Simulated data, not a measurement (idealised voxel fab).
process module | voxel transistor to metal
cross-section cut | 215 nm wide | cells 5 nm
A cross-section is a grid of square cells, given in bands from the top down. A band is one or more rows of cells.
Each band's line starts with the height of the band's top and of its bottom, in nm. Then come its materials from left to right, each with its width in nm. One material with "throughout" fills the band from edge to edge. "air" is empty space.
Height 0 is the level under which the wafer as received is all one material. The lowest band goes on downwards, as in "0 down".
A width such as "30 to 40" changes by the same amount from each row of cells to the next, from the band's top row to its bottom row.
"no change" after a step means that no cell of the cross-section changed.
closed voids: empty space of 8 cells or more with no open way to the top, each as width x height at its distance from the left edge, in nm
after a step's settings: what the simulator itself notes on the step
overlay nm, on a step with a mask: how far to the right of its planned place the mask lay; to the left if negative
plan
1 op RECEIVE | material Si
2 op CONFORMAL_DEP | material SiO2 | thk nm 5
3 op CONFORMAL_DEP | material SiN | thk nm 10
4 op PATTERN | tone cover | mask id ACTIVE | material resist | width nm 110 | thk nm 15 | overlay nm 0
5 op DIRECTIONAL_ETCH | etch materials SiN | depth nm 10
6 op DIRECTIONAL_ETCH | etch materials SiO2 | depth nm 5
7 op DIRECTIONAL_ETCH | etch materials Si | depth nm 20
8 op STRIP | etch materials resist
9 op OXIDIZE | depth nm 5
10 op FILL_DEP | material SiO2 | thk nm 15
11 op CMP | height nm 15
12 op SELECTIVE_ETCH | etch materials SiO2 | depth nm 5
13 op STRIP | etch materials SiN
14 op SELECTIVE_ETCH | etch materials SiO2 | depth nm 5
15 op OXIDIZE | depth nm 5
16 op DIRECTIONAL_DEP | material polySi | thk nm 30
17 op DIRECTIONAL_DEP | material SiCN | thk nm 10
18 op PATTERN | tone cover | mask id GATE | material resist | width nm 20 | thk nm 15 | overlay nm 0
19 op DIRECTIONAL_ETCH | etch materials SiCN | depth nm 20
20 op DIRECTIONAL_ETCH | etch materials polySi | depth nm 40
21 op STRIP | etch materials resist
22 op CONFORMAL_DEP | material SiN | thk nm 10
23 op DIRECTIONAL_ETCH | etch materials SiN | depth nm 10
24 op DIRECTIONAL_ETCH | etch materials SiO2 | depth nm 5
25 op DIRECTIONAL_ETCH | etch materials Si | depth nm 10
26 op EPI | material pSi | thk nm 10
27 op FILL_DEP | material SiO2 | thk nm 5
28 op CMP | height nm 40
29 op DIRECTIONAL_DEP | material SiO2 | thk nm 10
30 op PATTERN | tone open | mask id CONTACT | material resist | width nm 20 | pitch nm 80 | thk nm 20 | overlay nm 0
31 op DIRECTIONAL_ETCH | etch materials SiO2 | depth nm 55
32 op STRIP | etch materials resist
33 op CONFORMAL_DEP | material TiN | thk nm 5
34 op FILL_DEP | material Ru | thk nm 5
35 op CMP | height nm 50
36 op CONFORMAL_DEP | material SiCN | thk nm 5
37 op DIRECTIONAL_DEP | material lowk | thk nm 20
38 op PATTERN | tone open | mask id METAL_1 | material resist | width nm 20 | pitch nm 80 | thk nm 15 | overlay nm 0
39 op DIRECTIONAL_ETCH | etch materials lowk | depth nm 20
40 op DIRECTIONAL_ETCH | etch materials SiCN | depth nm 5
41 op STRIP | etch materials resist
42 op CONFORMAL_DEP | material TiN | thk nm 5
43 op FILL_DEP | material Cu | thk nm 10
44 op CMP | height nm 75
45 op CONFORMAL_DEP | material SiCN | thk nm 5
46 op DIRECTIONAL_DEP | material SiO2 | thk nm 35
47 op DIRECTIONAL_DEP | material aC | thk nm 15
48 op PATTERN | tone open | mask id METAL_2_HOLES | material resist | width nm 15 | pitch nm 80 | thk nm 35 | overlay nm 0
49 op DIRECTIONAL_ETCH | etch materials aC | depth nm 15
50 op STRIP | etch materials resist
51 op DIRECTIONAL_ETCH | etch materials SiO2 | depth nm 35
52 op STRIP | etch materials aC
53 op MASKED_ETCH | tone open | mask id METAL_2 | width nm 20 | pitch nm 80 | etch materials SiO2 | depth nm 20 | overlay nm 0
54 op MASKED_ETCH | tone open | mask id METAL_2 | width nm 20 | pitch nm 80 | etch materials SiCN | depth nm 5 | overlay nm 0
55 op CONFORMAL_DEP | material TiN | thk nm 5
56 op FILL_DEP | material Ru | thk nm 5
57 op CMP | height nm 115
58 op CONFORMAL_DEP | material SiCN | thk nm 5
as received, after step 1
  0 down: Si throughout
  closed voids: none
first wafer at the end, as planned
  120 to 115: SiCN throughout
  115 to 100: SiO2 55 | TiN 5 | Ru 10 | TiN 5 | SiO2 60 | TiN 5 | Ru 10 | TiN 5 | SiO2 60
  100 to 95: SiO2 55 | TiN 5 | Ru 5 | TiN 10 | SiO2 60 | TiN 5 | Ru 5 | TiN 10 | SiO2 60
  95 to 80: SiO2 55 | TiN 5 | Ru 5 | TiN 5 | SiO2 65 | TiN 5 | Ru 5 | TiN 5 | SiO2 65
  80 to 75: SiCN 55 | TiN 15 | SiCN 65 | TiN 15 | SiCN 65
  75 to 55: lowk 55 | TiN 5 | Cu 10 | TiN 5 | lowk 60 | TiN 5 | Cu 10 | TiN 5 | lowk 60
  55 to 50: SiCN 55 | TiN 20 | SiCN 60 | TiN 20 | SiCN 60
  50 to 40: SiO2 55 | TiN 5 | Ru 10 | TiN 5 | SiO2 60 | TiN 5 | Ru 10 | TiN 5 | SiO2 60
  40 to 30: SiO2 55 | TiN 5 | Ru 10 | TiN 5 | SiO2 10 | SiN 10 | SiCN 20 | SiN 10 | SiO2 10 | TiN 5 | Ru 10 | TiN 5 | SiO2 60
  30 to 5: SiO2 55 | TiN 5 | Ru 10 | TiN 5 | SiO2 10 | SiN 10 | polySi 20 | SiN 10 | SiO2 10 | TiN 5 | Ru 10 | TiN 5 | SiO2 60
  5 to 0: SiO2 45 | SiN 10 | TiN 5 | Ru 10 | TiN 5 | pSi 10 | SiN 10 | polySi 20 | SiN 10 | pSi 10 | TiN 5 | Ru 10 | TiN 5 | SiN 10 | SiO2 50
  0 to -5: SiO2 55 | TiN 20 | pSi 10 | SiO2 40 | pSi 10 | TiN 20 | SiO2 60
  -5 to -15: SiO2 55 | pSi 30 | Si 40 | pSi 30 | SiO2 60
  -15 to -25: SiO2 55 | Si 100 | SiO2 60
  -25 down: Si throughout
  closed voids: none
second wafer at the end: like start, like plan, one mistake
  120 to 115: SiCN throughout
  115 to 110: SiCN 55 | TiN 20 | SiCN 60 | TiN 20 | SiCN 60
  110 to 75: SiO2 throughout
  75 to 55: lowk 55 | TiN 5 | Cu 10 | TiN 5 | lowk 60 | TiN 5 | Cu 10 | TiN 5 | lowk 60
  55 to 50: SiCN 55 | TiN 20 | SiCN 60 | TiN 20 | SiCN 60
  50 to 40: SiO2 55 | TiN 5 | Ru 10 | TiN 5 | SiO2 60 | TiN 5 | Ru 10 | TiN 5 | SiO2 60
  40 to 30: SiO2 55 | TiN 5 | Ru 10 | TiN 5 | SiO2 10 | SiN 10 | SiCN 20 | SiN 10 | SiO2 10 | TiN 5 | Ru 10 | TiN 5 | SiO2 60
  30 to 5: SiO2 55 | TiN 5 | Ru 10 | TiN 5 | SiO2 10 | SiN 10 | polySi 20 | SiN 10 | SiO2 10 | TiN 5 | Ru 10 | TiN 5 | SiO2 60
  5 to 0: SiO2 45 | SiN 10 | TiN 5 | Ru 10 | TiN 5 | pSi 10 | SiN 10 | polySi 20 | SiN 10 | pSi 10 | TiN 5 | Ru 10 | TiN 5 | SiN 10 | SiO2 50
  0 to -5: SiO2 55 | TiN 20 | pSi 10 | SiO2 40 | pSi 10 | TiN 20 | SiO2 60
  -5 to -15: SiO2 55 | pSi 30 | Si 40 | pSi 30 | SiO2 60
  -15 to -25: SiO2 55 | Si 100 | SiO2 60
  -25 down: Si throughout
  closed voids: none
what went wrong: steps 45 and 46 were swapped
at the end the second wafer has, in cells: 20 fewer of Ru | 2 fewer of SiCN | 50 more of SiO2 | 28 fewer of TiN
